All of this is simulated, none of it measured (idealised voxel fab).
The process module presented herein is designated voxel spacer lines.
Section cut is 225 nm wide and gridded with 5 nm square cells.
Just so we're on the same page, the cross-sections are grids of square cells, and they're listed out in bands top to bottom, each band one or more rows deep.
Heads up on the band format: heights come first, top then bottom, in nm. After that it's the materials left to right, each with its width in nm. A single material flagged "full width" fills the whole band edge to edge, and "air" means there's empty space there.
A quick word on heights: they are counted from 0, and under that level the wafer as it came to us is one material throughout. The lowest band is different from the rest in having no bottom; it simply continues downward, written as in "top 0, no bottom".
You'd read "30->40" like this: the band's top row of cells is as wide as the first number, its bottom row is as wide as the second, and going down, every row changes width by the same amount as the row before did.
Given "no modifications" for a step, no cell of the cross-section differs between before and after that step.
Under "Enclosed cavity list" you'll find the enclosed gaps, the ones with no way out to the top, that are 8 cells or bigger; each reads width x height at distance, with distance counted from the left edge, everything in nm.
On a step's line, text after the settings is the simulator commenting on that step.
The optional step-line setting "overlay nm" applies to steps with a mask and quantifies how far to the right of its planned location the mask lay, a negative value indicating leftward placement.
### Process steps (planned)
1 RECEIVE, material Si
2 CONFORMAL_DEP, material Al2O3, thk nm 5
3 DIRECTIONAL_DEP, material SiN, thk nm 10
4 DIRECTIONAL_DEP, material polySi, thk nm 25
5 PATTERN, tone cover, mask id MANDREL, material resist, width nm 25, pitch nm 80, thk nm 30, overlay nm 0
6 DIRECTIONAL_ETCH, etch materials polySi, depth nm 25
7 STRIP, etch materials resist
8 CONFORMAL_DEP, material SiO2, thk nm 15
9 DIRECTIONAL_ETCH, etch materials SiO2, depth nm 15
10 STRIP, etch materials polySi
11 DIRECTIONAL_ETCH, etch materials SiN, depth nm 10
12 STRIP, etch materials SiO2
13 FILL_DEP, material SiO2, thk nm 5
14 CMP, height nm 15
### as received, after step 1
    top 0, no bottom  Si full width
    Enclosed cavity list: none
### Starting wafer: above. Plan: above. Run: one mistake. Cross-section after the module: below
    top 15, bottom 10  SiO2 full width
    top 10, bottom 5  SiO2 45 nm, then SiN 15 nm, then SiO2 25 nm, then SiN 15 nm, then SiO2 25 nm, then SiN 15 nm, then SiO2 25 nm, then SiN 15 nm, then SiO2 45 nm
    top 5, bottom 0  Al2O3 full width
    top 0, no bottom  Si full width
    Enclosed cavity list: none
What was the processing mistake? so step 3 ended up running with a different setting than we planned, it ran as DIRECTIONAL_DEP, material SiN, thk nm 5
